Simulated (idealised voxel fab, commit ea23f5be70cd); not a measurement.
Presented below is a process module, voxel spacer lines.
Square cells of 5 nm make up the cross-section cut, whose width is 225 nm.
Cross-section, as written here: a square-cell grid given band by band from the top down, where a band holds one or more rows of cells.
In this notation a band is specified by the heights of its top and bottom, in that order and in nm, after which its materials appear from left to right, each paired with its width in nm. The word "throughout" attached to a single material means that material fills the band from edge to edge; the word "empty" stands for empty space.
It should be noted that heights are counted from 0, beneath which the wafer as supplied is of one material throughout, and that the lowest band possesses no lower boundary but continues downward, as written in "0 and below".
Width spec "30->40" -> top row of cells at first value, bottom row at second value, equal per-row change in between.
"no alteration" means the step left every cell of the cross-section as it was.
"Closed-off voids" enumerates empty spaces isolated from the top, with no open way to it, that contain at least 8 cells, giving each as width x height at distance from the left edge, all three in nm.
It should be noted that, on the line of a given step, the content following the step's settings is a remark produced by the simulator itself with respect to that step.
If you see "overlay nm" on a step's line and that step has a mask, it's telling you how far right of where it was planned the mask ended up; a negative number means it went left instead.
## The steps planned for the process are as follows
1) RECEIVE,material Si
2) CONFORMAL_DEP,material SiO2,thk nm 10
3) DIRECTIONAL_DEP,material W,thk nm 15
4) DIRECTIONAL_DEP,material aC,thk nm 25
5) PATTERN,tone cover,mask id MANDREL,material resist,width nm 15,pitch nm 70,thk nm 35,overlay nm 0
6) DIRECTIONAL_ETCH,etch materials aC,depth nm 25
7) STRIP,etch materials resist
8) CONFORMAL_DEP,material SiN,thk nm 10
9) DIRECTIONAL_ETCH,etch materials SiN,depth nm 10
10) STRIP,etch materials aC
11) DIRECTIONAL_ETCH,etch materials W,depth nm 15
12) STRIP,etch materials SiN
Every wafer here starts from the same state; it is the step 5 width nm that distinguishes them, and the value the plan gives belongs to the first wafer.
## The first of several wafers, as received after step 1, seen in section
    0 and below = Si throughout
    Closed-off voids: none
## Wafer cross-section (first of several) - module end, post step 12 (last step)
    25 down to 10 = 25 nm empty; 10 nm W; 15 nm empty; 10 nm W; 35 nm empty; 10 nm W; 15 nm empty; 10 nm W; 35 nm empty; 10 nm W; 15 nm empty; 10 nm W; 25 nm empty
    10 down to 0 = SiO2 throughout
    0 and below = Si throughout
    Closed-off voids: none
## Sectional view of the last wafer upon completion of the module
    25 down to 10 = 15 nm empty; 10 nm W; 40 nm empty; 10 nm W; 10 nm empty; 10 nm W; 40 nm empty; 10 nm W; 10 nm empty; 10 nm W; 40 nm empty; 10 nm W; 10 nm empty
    10 down to 0 = SiO2 throughout
    0 and below = Si throughout
    Closed-off voids: none
## The table below has one row for each wafer; a row shows, as of the end of the module, how many cells of each material the wafer has gained, marked (+), or lost, marked (-), since it was received, and then the wafer's closed voids
width nm 15; +90 SiO2; +36 W; Closed-off voids: none
width nm 20; +90 SiO2; +36 W; Closed-off voids: none
width nm 25; +90 SiO2; +36 W; Closed-off voids: none
width nm 30; +90 SiO2; +36 W; Closed-off voids: none
width nm 35; +90 SiO2; +36 W; Closed-off voids: none
width nm 40; +90 SiO2; +36 W; Closed-off voids: none
